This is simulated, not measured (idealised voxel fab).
voxel air gaps: a process module
It is cross-section cut that appears here, measuring 265 nm in width, its square cells being 5 nm in size.
Cross-section spec: square-cell grid; bands listed top down; each band is one or more rows. Heads up on the band format: heights come first, top then bottom, in nm. After that it's the materials left to right, each with its width in nm. A single material flagged "throughout" fills the whole band edge to edge, and "empty" means there's empty space there. Measure heights from 0. That's the level where, below it, the as-received wafer is all one material. The lowest band is bottomless and extends downward; write it as in "0 and below". Width spec "30->40" -> top row of cells at first value, bottom row at second value, equal per-row change in between. Given "no change occurred" for a step, no cell of the cross-section differs between before and after that step. If an empty space has no open way to the top and is at least 8 cells in size, "Closed void roster" lists it, written width x height at distance, where distance is measured from the left edge and every value is in nm. Heads up: the bit after the settings on a step's line is the simulator's remark on that step. overlay nm, on a step with a mask: how far to the right of its planned place the mask lay; to the left if negative.

Planned process steps:
step 1: op RECEIVE | material Si
step 2: op CONFORMAL_DEP | material SiO2 | thk nm 10
step 3: op CONFORMAL_DEP | material SiN | thk nm 5
step 4: op DIRECTIONAL_DEP | material lowk | thk nm 40
step 5: op PATTERN | tone open | mask id LINES | material resist | width nm 20 | pitch nm 45 | thk nm 15 | overlay nm 0
step 6: op DIRECTIONAL_ETCH | etch materials lowk | depth nm 40
step 7: op STRIP | etch materials resist
step 8: op CONFORMAL_DEP | material TiN | thk nm 5
step 9: op FILL_DEP | material Cu | thk nm 5
step 10: op CMP | height nm 55
step 11: op EPI | material Ru | thk nm 10
step 12: op SELECTIVE_ETCH | etch materials lowk | depth nm 50
step 13: op CONFORMAL_DEP | material SiN | thk nm 5

So, the first of our two wafers, run just as we planned it:

So this is the incoming wafer in cross-section - it's already been through step 1:
	0 and below | Si throughout
	Closed void roster: none

The wafer, seen in cross-section, after step 2:
	10 down to 0 | SiO2 throughout
	below 0: unchanged

The wafer, seen in cross-section, after step 3:
	15 down to 10 | SiN throughout
	below 10: unchanged

The wafer, seen in cross-section, after step 4:
	55 down to 15 | lowk throughout
	below 15: unchanged

The wafer, seen in cross-section, after step 5:
	70 down to 55 | 55 nm resist, 20 nm empty, 25 nm resist, 20 nm empty, 25 nm resist, 20 nm empty, 25 nm resist, 20 nm empty, 55 nm resist
	below 55: unchanged

The wafer, seen in cross-section, after step 6:
	70 down to 55 | 55 nm resist, 20 nm empty, 25 nm resist, 20 nm empty, 25 nm resist, 20 nm empty, 25 nm resist, 20 nm empty, 55 nm resist
	55 down to 15 | 55 nm lowk, 20 nm empty, 25 nm lowk, 20 nm empty, 25 nm lowk, 20 nm empty, 25 nm lowk, 20 nm empty, 55 nm lowk
	below 15: unchanged

The wafer, seen in cross-section, after step 7:
	55 down to 15 | 55 nm lowk, 20 nm empty, 25 nm lowk, 20 nm empty, 25 nm lowk, 20 nm empty, 25 nm lowk, 20 nm empty, 55 nm lowk
	below 15: unchanged

The wafer, seen in cross-section, after step 8:
	60 down to 55 | 60 nm TiN, 10 nm empty, 35 nm TiN, 10 nm empty, 35 nm TiN, 10 nm empty, 35 nm TiN, 10 nm empty, 60 nm TiN
	55 down to 20 | 55 nm lowk, 5 nm TiN, 10 nm empty, 5 nm TiN, 25 nm lowk, 5 nm TiN, 10 nm empty, 5 nm TiN, 25 nm lowk, 5 nm TiN, 10 nm empty, 5 nm TiN, 25 nm lowk, 5 nm TiN, 10 nm empty, 5 nm TiN, 55 nm lowk
	20 down to 15 | 55 nm lowk, 20 nm TiN, 25 nm lowk, 20 nm TiN, 25 nm lowk, 20 nm TiN, 25 nm lowk, 20 nm TiN, 55 nm lowk
	below 15: unchanged

The wafer, seen in cross-section, after step 9:
	65 down to 60 | Cu throughout
	60 down to 55 | 60 nm TiN, 10 nm Cu, 35 nm TiN, 10 nm Cu, 35 nm TiN, 10 nm Cu, 35 nm TiN, 10 nm Cu, 60 nm TiN
	55 down to 20 | 55 nm lowk, 5 nm TiN, 10 nm Cu, 5 nm TiN, 25 nm lowk, 5 nm TiN, 10 nm Cu, 5 nm TiN, 25 nm lowk, 5 nm TiN, 10 nm Cu, 5 nm TiN, 25 nm lowk, 5 nm TiN, 10 nm Cu, 5 nm TiN, 55 nm lowk
	below 20: unchanged

The wafer, seen in cross-section, after step 10:
	55 down to 20 | 55 nm lowk, 5 nm TiN, 10 nm Cu, 5 nm TiN, 25 nm lowk, 5 nm TiN, 10 nm Cu, 5 nm TiN, 25 nm lowk, 5 nm TiN, 10 nm Cu, 5 nm TiN, 25 nm lowk, 5 nm TiN, 10 nm Cu, 5 nm TiN, 55 nm lowk
	below 20: unchanged

The wafer, seen in cross-section, after step 11:
	65 down to 55 | 45 nm empty, 40 nm Ru, 5 nm empty, 40 nm Ru, 5 nm empty, 40 nm Ru, 5 nm empty, 40 nm Ru, 45 nm empty
	below 55: unchanged

The wafer, seen in cross-section, after step 12:
	65 down to 55 | 45 nm empty, 40 nm Ru, 5 nm empty, 40 nm Ru, 5 nm empty, 40 nm Ru, 5 nm empty, 40 nm Ru, 45 nm empty
	55 down to 20 | 55 nm empty, 5 nm TiN, 10 nm Cu, 5 nm TiN, 25 nm empty, 5 nm TiN, 10 nm Cu, 5 nm TiN, 25 nm empty, 5 nm TiN, 10 nm Cu, 5 nm TiN, 25 nm empty, 5 nm TiN, 10 nm Cu, 5 nm TiN, 55 nm empty
	20 down to 15 | 55 nm empty, 20 nm TiN, 25 nm empty, 20 nm TiN, 25 nm empty, 20 nm TiN, 25 nm empty, 20 nm TiN, 55 nm empty
	below 15: unchanged

The wafer, seen in cross-section, after step 13:
	70 down to 65 | 40 nm empty, 185 nm SiN, 40 nm empty
	65 down to 55 | 40 nm empty, 5 nm SiN, 40 nm Ru, 5 nm SiN, 40 nm Ru, 5 nm SiN, 40 nm Ru, 5 nm SiN, 40 nm Ru, 5 nm SiN, 40 nm empty
	55 down to 50 | 40 nm empty, 15 nm SiN, 5 nm TiN, 10 nm Cu, 5 nm TiN, 25 nm SiN, 5 nm TiN, 10 nm Cu, 5 nm TiN, 25 nm SiN, 5 nm TiN, 10 nm Cu, 5 nm TiN, 25 nm SiN, 5 nm TiN, 10 nm Cu, 5 nm TiN, 15 nm SiN, 40 nm empty
	50 down to 20 | 50 nm empty, 5 nm SiN, 5 nm TiN, 10 nm Cu, 5 nm TiN, 5 nm SiN, 15 nm empty, 5 nm SiN, 5 nm TiN, 10 nm Cu, 5 nm TiN, 5 nm SiN, 15 nm empty, 5 nm SiN, 5 nm TiN, 10 nm Cu, 5 nm TiN, 5 nm SiN, 15 nm empty, 5 nm SiN, 5 nm TiN, 10 nm Cu, 5 nm TiN, 5 nm SiN, 50 nm empty
	20 down to 15 | 55 nm SiN, 20 nm TiN, 25 nm SiN, 20 nm TiN, 25 nm SiN, 20 nm TiN, 25 nm SiN, 20 nm TiN, 55 nm SiN
	below 15: unchanged
	Closed void roster: 15 x 30 at 80; 15 x 30 at 125; 15 x 30 at 170

Companion wafer, the second of two: same beginning, same intended sequence, one mistake in carrying it out; through step 4 inclusive it tracks the first exactly:

Look at the second wafer in cross-section at the time step 5 ought to have finished:
	70 down to 55 | 50 nm resist, 20 nm empty, 25 nm resist, 20 nm empty, 25 nm resist, 20 nm empty, 25 nm resist, 20 nm empty, 60 nm resist
	below 55: unchanged

Look at the second wafer in cross-section at the time step 6 ought to have finished:
	70 down to 55 | 50 nm resist, 20 nm empty, 25 nm resist, 20 nm empty, 25 nm resist, 20 nm empty, 25 nm resist, 20 nm empty, 60 nm resist
	55 down to 15 | 50 nm lowk, 20 nm empty, 25 nm lowk, 20 nm empty, 25 nm lowk, 20 nm empty, 25 nm lowk, 20 nm empty, 60 nm lowk
	below 15: unchanged

Look at the second wafer in cross-section at the time step 7 ought to have finished:
	55 down to 15 | 50 nm lowk, 20 nm empty, 25 nm lowk, 20 nm empty, 25 nm lowk, 20 nm empty, 25 nm lowk, 20 nm empty, 60 nm lowk
	below 15: unchanged

Look at the second wafer in cross-section at the time step 8 ought to have finished:
	60 down to 55 | 55 nm TiN, 10 nm empty, 35 nm TiN, 10 nm empty, 35 nm TiN, 10 nm empty, 35 nm TiN, 10 nm empty, 65 nm TiN
	55 down to 20 | 50 nm lowk, 5 nm TiN, 10 nm empty, 5 nm TiN, 25 nm lowk, 5 nm TiN, 10 nm empty, 5 nm TiN, 25 nm lowk, 5 nm TiN, 10 nm empty, 5 nm TiN, 25 nm lowk, 5 nm TiN, 10 nm empty, 5 nm TiN, 60 nm lowk
	20 down to 15 | 50 nm lowk, 20 nm TiN, 25 nm lowk, 20 nm TiN, 25 nm lowk, 20 nm TiN, 25 nm lowk, 20 nm TiN, 60 nm lowk
	below 15: unchanged

Look at the second wafer in cross-section at the time step 9 ought to have finished:
	65 down to 60 | Cu throughout
	60 down to 55 | 55 nm TiN, 10 nm Cu, 35 nm TiN, 10 nm Cu, 35 nm TiN, 10 nm Cu, 35 nm TiN, 10 nm Cu, 65 nm TiN
	55 down to 20 | 50 nm lowk, 5 nm TiN, 10 nm Cu, 5 nm TiN, 25 nm lowk, 5 nm TiN, 10 nm Cu, 5 nm TiN, 25 nm lowk, 5 nm TiN, 10 nm Cu, 5 nm TiN, 25 nm lowk, 5 nm TiN, 10 nm Cu, 5 nm TiN, 60 nm lowk
	below 20: unchanged

Look at the second wafer in cross-section at the time step 10 ought to have finished:
	55 down to 20 | 50 nm lowk, 5 nm TiN, 10 nm Cu, 5 nm TiN, 25 nm lowk, 5 nm TiN, 10 nm Cu, 5 nm TiN, 25 nm lowk, 5 nm TiN, 10 nm Cu, 5 nm TiN, 25 nm lowk, 5 nm TiN, 10 nm Cu, 5 nm TiN, 60 nm lowk
	below 20: unchanged

Look at the second wafer in cross-section at the time step 11 ought to have finished:
	65 down to 55 | 40 nm empty, 40 nm Ru, 5 nm empty, 40 nm Ru, 5 nm empty, 40 nm Ru, 5 nm empty, 40 nm Ru, 50 nm empty
	below 55: unchanged

Look at the second wafer in cross-section at the time step 12 ought to have finished:
	65 down to 55 | 40 nm empty, 40 nm Ru, 5 nm empty, 40 nm Ru, 5 nm empty, 40 nm Ru, 5 nm empty, 40 nm Ru, 50 nm empty
	55 down to 20 | 50 nm empty, 5 nm TiN, 10 nm Cu, 5 nm TiN, 25 nm empty, 5 nm TiN, 10 nm Cu, 5 nm TiN, 25 nm empty, 5 nm TiN, 10 nm Cu, 5 nm TiN, 25 nm empty, 5 nm TiN, 10 nm Cu, 5 nm TiN, 60 nm empty
	20 down to 15 | 50 nm empty, 20 nm TiN, 25 nm empty, 20 nm TiN, 25 nm empty, 20 nm TiN, 25 nm empty, 20 nm TiN, 60 nm empty
	below 15: unchanged

Look at the second wafer in cross-section at the time step 13 ought to have finished:
	70 down to 65 | 35 nm empty, 185 nm SiN, 45 nm empty
	65 down to 55 | 35 nm empty, 5 nm SiN, 40 nm Ru, 5 nm SiN, 40 nm Ru, 5 nm SiN, 40 nm Ru, 5 nm SiN, 40 nm Ru, 5 nm SiN, 45 nm empty
	55 down to 50 | 35 nm empty, 15 nm SiN, 5 nm TiN, 10 nm Cu, 5 nm TiN, 25 nm SiN, 5 nm TiN, 10 nm Cu, 5 nm TiN, 25 nm SiN, 5 nm TiN, 10 nm Cu, 5 nm TiN, 25 nm SiN, 5 nm TiN, 10 nm Cu, 5 nm TiN, 15 nm SiN, 45 nm empty
	50 down to 20 | 45 nm empty, 5 nm SiN, 5 nm TiN, 10 nm Cu, 5 nm TiN, 5 nm SiN, 15 nm empty, 5 nm SiN, 5 nm TiN, 10 nm Cu, 5 nm TiN, 5 nm SiN, 15 nm empty, 5 nm SiN, 5 nm TiN, 10 nm Cu, 5 nm TiN, 5 nm SiN, 15 nm empty, 5 nm SiN, 5 nm TiN, 10 nm Cu, 5 nm TiN, 5 nm SiN, 55 nm empty
	20 down to 15 | 50 nm SiN, 20 nm TiN, 25 nm SiN, 20 nm TiN, 25 nm SiN, 20 nm TiN, 25 nm SiN, 20 nm TiN, 60 nm SiN
	below 15: unchanged
	Closed void roster: 15 x 30 at 75; 15 x 30 at 120; 15 x 30 at 165
Deviation from plan: contrary to plan, step 5 was performed as op PATTERN | tone open | mask id LINES | material resist | width nm 20 | pitch nm 45 | thk nm 15 | overlay nm -5
Both wafers, final: cells per material equal; arrangement not.
